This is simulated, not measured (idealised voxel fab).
The document below concerns the process module designated voxel ribs on slabs.
It is cross-section cut that appears here, measuring 215 nm in width, its square cells being 5 nm in size.
Cross-section layout: square cells on a grid; listed as bands, top to bottom; a band spans one or more cell rows.
Band: top height; bottom height; in nm. Then, left to right: material with width in nm, for each material. "everywhere": a single material spanning edge to edge. "blank": empty space.
Convention: height 0 is the level below which the wafer, as received, is all one material. The lowest band does not terminate at the bottom but continues downward, represented as "0 and below".
Graded width ("30 to 40"): value in top row of band = first number; value in bottom row = second number; row-to-row change constant.
Take "everything unchanged" at face value: in the step it is given for, the cross-section changed in none of its cells.
In the "Trapped void list" entry, you get each enclosed empty space of 8 cells or more, one with no open way to the top, written width x height at distance, distance from the left edge, in nm.
Past the settings on a step's line: simulator remark, on that step.
If you see "overlay nm" on a step's line and that step has a mask, it's telling you how far right of where it was planned the mask ended up; a negative number means it went left instead.

Process steps - plan:
step 1: RECEIVE with material Si
step 2: DIRECTIONAL_DEP with material SiO2, thk nm 25
step 3: DIRECTIONAL_DEP with material SiN, thk nm 15
step 4: PATTERN with tone cover, mask id RIB, material resist, width nm 25, thk nm 15, overlay nm 0
step 5: DIRECTIONAL_ETCH with etch materials SiN, depth nm 5
step 6: STRIP with etch materials resist
step 7: PATTERN with tone cover, mask id SLAB, material resist, width nm 55, thk nm 15, overlay nm 0
step 8: DIRECTIONAL_ETCH with etch materials SiN, depth nm 10
step 9: STRIP with etch materials resist
step 10: FILL_DEP with material SiO2, thk nm 25
step 11: CMP with height nm 60
step 12: DIRECTIONAL_DEP with material TiN, thk nm 10
step 13: DIRECTIONAL_DEP with material aC, thk nm 15
step 14: PATTERN with tone cover, mask id HEATER, material resist, width nm 35, thk nm 35, overlay nm 0
step 15: DIRECTIONAL_ETCH with etch materials aC, depth nm 15
step 16: STRIP with etch materials resist
step 17: DIRECTIONAL_ETCH with etch materials TiN, depth nm 10
step 18: STRIP with etch materials aC
step 19: CONFORMAL_DEP with material SiO2, thk nm 10

Below: the first of two wafers, run as planned:

Cross-section of the wafer upon arrival, representing the state reached after step 1:
	0 and below | Si everywhere
	Trapped void list: none

State of the wafer after step 2, shown in cross-section:
	25 down to 0 | SiO2 everywhere
	Everything below 0 is unchanged.

State of the wafer after step 3, shown in cross-section:
	40 down to 25 | SiN everywhere
	Everything below 25 is unchanged.

State of the wafer after step 4, shown in cross-section:
	55 down to 40 | 95 blank | 25 resist | 95 blank
	Everything below 40 is unchanged.

State of the wafer after step 5, shown in cross-section:
	55 down to 40 | 95 blank | 25 resist | 95 blank
	40 down to 35 | 95 blank | 25 SiN | 95 blank
	Everything below 35 is unchanged.

State of the wafer after step 6, shown in cross-section:
	40 down to 35 | 95 blank | 25 SiN | 95 blank
	Everything below 35 is unchanged.

State of the wafer after step 7, shown in cross-section:
	55 down to 40 | 80 blank | 55 resist | 80 blank
	40 down to 35 | 80 blank | 15 resist | 25 SiN | 15 resist | 80 blank
	Everything below 35 is unchanged.

State of the wafer after step 8, shown in cross-section:
	55 down to 40 | 80 blank | 55 resist | 80 blank
	40 down to 35 | 80 blank | 15 resist | 25 SiN | 15 resist | 80 blank
	35 down to 25 | 80 blank | 55 SiN | 80 blank
	Everything below 25 is unchanged.

State of the wafer after step 9, shown in cross-section:
	40 down to 35 | 95 blank | 25 SiN | 95 blank
	Everything below 35 is unchanged.

State of the wafer after step 10, shown in cross-section:
	65 down to 40 | SiO2 everywhere
	40 down to 35 | 95 SiO2 | 25 SiN | 95 SiO2
	35 down to 25 | 80 SiO2 | 55 SiN | 80 SiO2
	Everything below 25 is unchanged.

State of the wafer after step 11, shown in cross-section:
	60 down to 40 | SiO2 everywhere
	Everything below 40 is unchanged.

State of the wafer after step 12, shown in cross-section:
	70 down to 60 | TiN everywhere
	Everything below 60 is unchanged.

State of the wafer after step 13, shown in cross-section:
	85 down to 70 | aC everywhere
	Everything below 70 is unchanged.

State of the wafer after step 14, shown in cross-section:
	120 down to 85 | 90 blank | 35 resist | 90 blank
	Everything below 85 is unchanged.

State of the wafer after step 15, shown in cross-section:
	105 down to 85 | 90 blank | 35 resist | 90 blank
	85 down to 70 | 90 blank | 35 aC | 90 blank
	Everything below 70 is unchanged.

State of the wafer after step 16, shown in cross-section:
	85 down to 70 | 90 blank | 35 aC | 90 blank
	Everything below 70 is unchanged.

State of the wafer after step 17, shown in cross-section:
	85 down to 70 | 90 blank | 35 aC | 90 blank
	70 down to 60 | 90 blank | 35 TiN | 90 blank
	Everything below 60 is unchanged.

State of the wafer after step 18, shown in cross-section:
	70 down to 60 | 90 blank | 35 TiN | 90 blank
	Everything below 60 is unchanged.

State of the wafer after step 19, shown in cross-section:
	80 down to 70 | 80 blank | 55 SiO2 | 80 blank
	70 down to 60 | 90 SiO2 | 35 TiN | 90 SiO2
	Everything below 60 is unchanged.

Wafer two: like wafer one in start and plan, but with one mistake in execution; identical up to and including step 16:

Here is the second wafer in cross-section at the point where step 17 of the plan should have been done:
	85 down to 70 | 90 blank | 35 aC | 90 blank
	70 down to 65 | 90 blank | 35 TiN | 90 blank
	Everything below 65 is unchanged.

Here is the second wafer in cross-section at the point where step 18 of the plan should have been done:
	70 down to 65 | 90 blank | 35 TiN | 90 blank
	Everything below 65 is unchanged.

Here is the second wafer in cross-section at the point where step 19 of the plan should have been done:
	80 down to 75 | 80 blank | 55 SiO2 | 80 blank
	75 down to 70 | SiO2 everywhere
	70 down to 65 | 90 SiO2 | 35 TiN | 90 SiO2
	Everything below 65 is unchanged.
Which mistake was made when the wafer was run? the process deviated at step 17: the operation and settings actually run there were DIRECTIONAL_ETCH with etch materials TiN, depth nm 5
The second wafer ends with more or fewer cells of some materials than the first, per final count: SiO2: 4 fewer | TiN: 36 more
